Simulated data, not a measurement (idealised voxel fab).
process module | voxel trench capacitor
The cross-section shown here is cut; it is 210 nm wide and divided into square cells measuring 5 nm on a side.
In what follows, cross-sections appear as grids of square cells, described through bands that run from the top down, where every band is one or more rows of cells. First you get the band's top height and its bottom height, in nm, and then the materials it's made of, left to right, with each width in nm. If you see a single material with "throughout", that one covers the band edge to edge. "air" is empty space. It should be noted that heights are counted from 0, beneath which the wafer as supplied is of one material throughout, and that the lowest band possesses no lower boundary but continues downward, as written in "0..down". Per-row width for "30..40": begins at first number (top row of band), ends at second number (bottom row), increment between rows held constant. Where a step carries "nothing altered", the cross-section came out of it unchanged, cell for cell. Enclosed voids (no open way to top), threshold 8 cells or more, entry "closed voids", notation width x height at distance, distance from left edge, nm. Past the settings on a step's line: simulator remark, on that step. Regarding "overlay nm": on a step with a mask, it is the distance the mask lay to the right of its planned place; a negative value places it to the left.
Process steps foreseen in the plan
1) RECEIVE | material Si
2) CONFORMAL_DEP | material SiN | thk nm 10
3) DIRECTIONAL_DEP | material aC | thk nm 10
4) PATTERN | tone open | mask id TRENCH | material resist | width nm 15 | pitch nm 30 | thk nm 30 | overlay nm 0
5) DIRECTIONAL_ETCH | etch materials aC | depth nm 10
6) STRIP | etch materials resist
7) DIRECTIONAL_ETCH | etch materials SiN | depth nm 10
8) DIRECTIONAL_ETCH | etch materials Si | depth nm 30
9) STRIP | etch materials aC
10) CONFORMAL_DEP | material SiO2 | thk nm 5
11) FILL_DEP | material polySi | thk nm 10
12) CMP | height nm 10
Of two wafers, the first: run according to plan
Wafer at receipt (post step 1), cross-section
  0..down: Si throughout
  closed voids: none
Presented here is a cross-section of the wafer after step 2 has been performed
  10..0: SiN throughout
  Under 0: no change, same as before.
Presented here is a cross-section of the wafer after step 3 has been performed
  20..10: aC throughout
  Under 10: no change, same as before.
Presented here is a cross-section of the wafer after step 4 has been performed
  50..20: 65 of resist, then 15 of air, then 15 of resist, then 15 of air, then 15 of resist, then 15 of air, then 70 of resist
  Under 20: no change, same as before.
Presented here is a cross-section of the wafer after step 5 has been performed
  40..20: 65 of resist, then 15 of air, then 15 of resist, then 15 of air, then 15 of resist, then 15 of air, then 70 of resist
  20..10: 65 of aC, then 15 of air, then 15 of aC, then 15 of air, then 15 of aC, then 15 of air, then 70 of aC
  Under 10: no change, same as before.
Presented here is a cross-section of the wafer after step 6 has been performed
  20..10: 65 of aC, then 15 of air, then 15 of aC, then 15 of air, then 15 of aC, then 15 of air, then 70 of aC
  Under 10: no change, same as before.
Presented here is a cross-section of the wafer after step 7 has been performed
  20..10: 65 of aC, then 15 of air, then 15 of aC, then 15 of air, then 15 of aC, then 15 of air, then 70 of aC
  10..0: 65 of SiN, then 15 of air, then 15 of SiN, then 15 of air, then 15 of SiN, then 15 of air, then 70 of SiN
  Under 0: no change, same as before.
Presented here is a cross-section of the wafer after step 8 has been performed
  20..10: 65 of aC, then 15 of air, then 15 of aC, then 15 of air, then 15 of aC, then 15 of air, then 70 of aC
  10..0: 65 of SiN, then 15 of air, then 15 of SiN, then 15 of air, then 15 of SiN, then 15 of air, then 70 of SiN
  0..-30: 65 of Si, then 15 of air, then 15 of Si, then 15 of air, then 15 of Si, then 15 of air, then 70 of Si
  Under -30: no change, same as before.
Presented here is a cross-section of the wafer after step 9 has been performed
  10..0: 65 of SiN, then 15 of air, then 15 of SiN, then 15 of air, then 15 of SiN, then 15 of air, then 70 of SiN
  Under 0: no change, same as before.
Presented here is a cross-section of the wafer after step 10 has been performed
  15..10: 70 of SiO2, then 5 of air, then 25 of SiO2, then 5 of air, then 25 of SiO2, then 5 of air, then 75 of SiO2
  10..0: 65 of SiN, then 5 of SiO2, then 5 of air, then 5 of SiO2, then 15 of SiN, then 5 of SiO2, then 5 of air, then 5 of SiO2, then 15 of SiN, then 5 of SiO2, then 5 of air, then 5 of SiO2, then 70 of SiN
  0..-25: 65 of Si, then 5 of SiO2, then 5 of air, then 5 of SiO2, then 15 of Si, then 5 of SiO2, then 5 of air, then 5 of SiO2, then 15 of Si, then 5 of SiO2, then 5 of air, then 5 of SiO2, then 70 of Si
  -25..-30: 65 of Si, then 15 of SiO2, then 15 of Si, then 15 of SiO2, then 15 of Si, then 15 of SiO2, then 70 of Si
  Under -30: no change, same as before.
Presented here is a cross-section of the wafer after step 11 has been performed
  25..15: polySi throughout
  15..10: 70 of SiO2, then 5 of polySi, then 25 of SiO2, then 5 of polySi, then 25 of SiO2, then 5 of polySi, then 75 of SiO2
  10..0: 65 of SiN, then 5 of SiO2, then 5 of polySi, then 5 of SiO2, then 15 of SiN, then 5 of SiO2, then 5 of polySi, then 5 of SiO2, then 15 of SiN, then 5 of SiO2, then 5 of polySi, then 5 of SiO2, then 70 of SiN
  0..-25: 65 of Si, then 5 of SiO2, then 5 of polySi, then 5 of SiO2, then 15 of Si, then 5 of SiO2, then 5 of polySi, then 5 of SiO2, then 15 of Si, then 5 of SiO2, then 5 of polySi, then 5 of SiO2, then 70 of Si
  Under -25: no change, same as before.
Presented here is a cross-section of the wafer after step 12 has been performed
  10..0: 65 of SiN, then 5 of SiO2, then 5 of polySi, then 5 of SiO2, then 15 of SiN, then 5 of SiO2, then 5 of polySi, then 5 of SiO2, then 15 of SiN, then 5 of SiO2, then 5 of polySi, then 5 of SiO2, then 70 of SiN
  Under 0: no change, same as before.
Second wafer, same starting state and plan as the first, one mistake in the run, identical through step 7
Cross-section of the second wafer at the time step 8 of the plan should have ended
  20..10: 65 of aC, then 15 of air, then 15 of aC, then 15 of air, then 15 of aC, then 15 of air, then 70 of aC
  10..0: 65 of SiN, then 15 of air, then 15 of SiN, then 15 of air, then 15 of SiN, then 15 of air, then 70 of SiN
  0..-60: 65 of Si, then 15 of air, then 15 of Si, then 15 of air, then 15 of Si, then 15 of air, then 70 of Si
  Under -60: no change, same as before.
Cross-section of the second wafer at the time step 9 of the plan should have ended
  10..0: 65 of SiN, then 15 of air, then 15 of SiN, then 15 of air, then 15 of SiN, then 15 of air, then 70 of SiN
  Under 0: no change, same as before.
Cross-section of the second wafer at the time step 10 of the plan should have ended
  15..10: 70 of SiO2, then 5 of air, then 25 of SiO2, then 5 of air, then 25 of SiO2, then 5 of air, then 75 of SiO2
  10..0: 65 of SiN, then 5 of SiO2, then 5 of air, then 5 of SiO2, then 15 of SiN, then 5 of SiO2, then 5 of air, then 5 of SiO2, then 15 of SiN, then 5 of SiO2, then 5 of air, then 5 of SiO2, then 70 of SiN
  0..-55: 65 of Si, then 5 of SiO2, then 5 of air, then 5 of SiO2, then 15 of Si, then 5 of SiO2, then 5 of air, then 5 of SiO2, then 15 of Si, then 5 of SiO2, then 5 of air, then 5 of SiO2, then 70 of Si
  -55..-60: 65 of Si, then 15 of SiO2, then 15 of Si, then 15 of SiO2, then 15 of Si, then 15 of SiO2, then 70 of Si
  Under -60: no change, same as before.
Cross-section of the second wafer at the time step 11 of the plan should have ended
  25..15: polySi throughout
  15..10: 70 of SiO2, then 5 of polySi, then 25 of SiO2, then 5 of polySi, then 25 of SiO2, then 5 of polySi, then 75 of SiO2
  10..0: 65 of SiN, then 5 of SiO2, then 5 of polySi, then 5 of SiO2, then 15 of SiN, then 5 of SiO2, then 5 of polySi, then 5 of SiO2, then 15 of SiN, then 5 of SiO2, then 5 of polySi, then 5 of SiO2, then 70 of SiN
  0..-55: 65 of Si, then 5 of SiO2, then 5 of polySi, then 5 of SiO2, then 15 of Si, then 5 of SiO2, then 5 of polySi, then 5 of SiO2, then 15 of Si, then 5 of SiO2, then 5 of polySi, then 5 of SiO2, then 70 of Si
  Under -55: no change, same as before.
Cross-section of the second wafer at the time step 12 of the plan should have ended
  10..0: 65 of SiN, then 5 of SiO2, then 5 of polySi, then 5 of SiO2, then 15 of SiN, then 5 of SiO2, then 5 of polySi, then 5 of SiO2, then 15 of SiN, then 5 of SiO2, then 5 of polySi, then 5 of SiO2, then 70 of SiN
  Under 0: no change, same as before.
Want to know what went wrong? the plan's step 8 ran twice
at the end the second wafer has, in cells: Si: 54 fewer | SiO2: 36 more | polySi: 18 more
